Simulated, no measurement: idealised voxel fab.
Documented hereafter: the process module known as voxel lift off.
Xsec cut, 210 nm wide, square cell size 5 nm.
A cross-section in this document is a grid of square cells, and it is written down as bands, the top band listed before the ones below it; a band is made up of one or more rows of cells.
In this notation a band is specified by the heights of its top and bottom, in that order and in nm, after which its materials appear from left to right, each paired with its width in nm. The word "throughout" attached to a single material means that material fills the band from edge to edge; the word "air" stands for empty space.
Where do heights start? At 0: under that level the wafer as delivered is made of one material only. And the lowest band has no floor; it just carries on downward, as in "0 -> down".
The expression "30..40" gives the width at the extremes of the band, the first number at its top row of cells and the second at its bottom row, with the width changing by equal amounts from each row to the next in between.
It should be understood that the words "all unchanged", when stated for a given step, signify that the cross-section underwent no change in any of its cells during that step.
In the "Unvented internal voids" entry, you get each enclosed empty space of 8 cells or more, one with no open way to the top, written width x height at distance, distance from the left edge, in nm.
Heads up: the bit after the settings on a step's line is the simulator's remark on that step.
What "overlay nm" on a step's line means: if the step has a mask, that mask lay this far to the right of its planned place, or, when the value is negative, to the left.

This section lists the process steps that were planned:
1) RECEIVE,material Si
2) CONFORMAL_DEP,material SiO2,thk nm 5
3) PATTERN,tone open,mask id LINES,material resist,width nm 20,pitch nm 35,thk nm 20,overlay nm -15
4) DIRECTIONAL_DEP,material Ru,thk nm 5
5) STRIP,etch materials resist
6) CONFORMAL_DEP,material SiCN,thk nm 10
Among the wafers covered here, the point of difference is the overlay nm at step 3; their starting state is shared, and the plan presents the value of the first wafer.

Received condition of the first of several wafers, sectioned: post-step 1:
* 0 -> down: Si throughout
* Unvented internal voids: none

Here is the cross-section of the first of several wafers at the end of the module, after its last step, step 6:
* 20 -> 15: air 35, then SiCN 110, then air 65
* 15 -> 10: SiCN throughout
* 10 -> 5: SiCN 45, then Ru 20, then SiCN 15, then Ru 20, then SiCN 15, then Ru 20, then SiCN 75
* 5 -> 0: SiO2 throughout
* 0 -> down: Si throughout
* Unvented internal voids: none

The module's end: a cross-section of the last wafer:
* 20 -> 15: air 65, then SiCN 110, then air 35
* 15 -> 10: SiCN throughout
* 10 -> 5: SiCN 75, then Ru 20, then SiCN 15, then Ru 20, then SiCN 15, then Ru 20, then SiCN 45
* 5 -> 0: SiO2 throughout
* 0 -> down: Si throughout
* Unvented internal voids: none

The table below has one row for each wafer; a row shows, as of the end of the module, how many cells of each material the wafer has gained, marked (+), or lost, marked (-), since it was received, and then the wafer's closed voids:
overlay nm -15, +12 Ru, +94 SiCN, +42 SiO2, Unvented internal voids: none
overlay nm -10, +12 Ru, +94 SiCN, +42 SiO2, Unvented internal voids: none
overlay nm -5, +12 Ru, +94 SiCN, +42 SiO2, Unvented internal voids: none
overlay nm 0, +12 Ru, +94 SiCN, +42 SiO2, Unvented internal voids: none
overlay nm 5, +12 Ru, +94 SiCN, +42 SiO2, Unvented internal voids: none
overlay nm 10, +12 Ru, +94 SiCN, +42 SiO2, Unvented internal voids: none
overlay nm 15, +12 Ru, +94 SiCN, +42 SiO2, Unvented internal voids: none
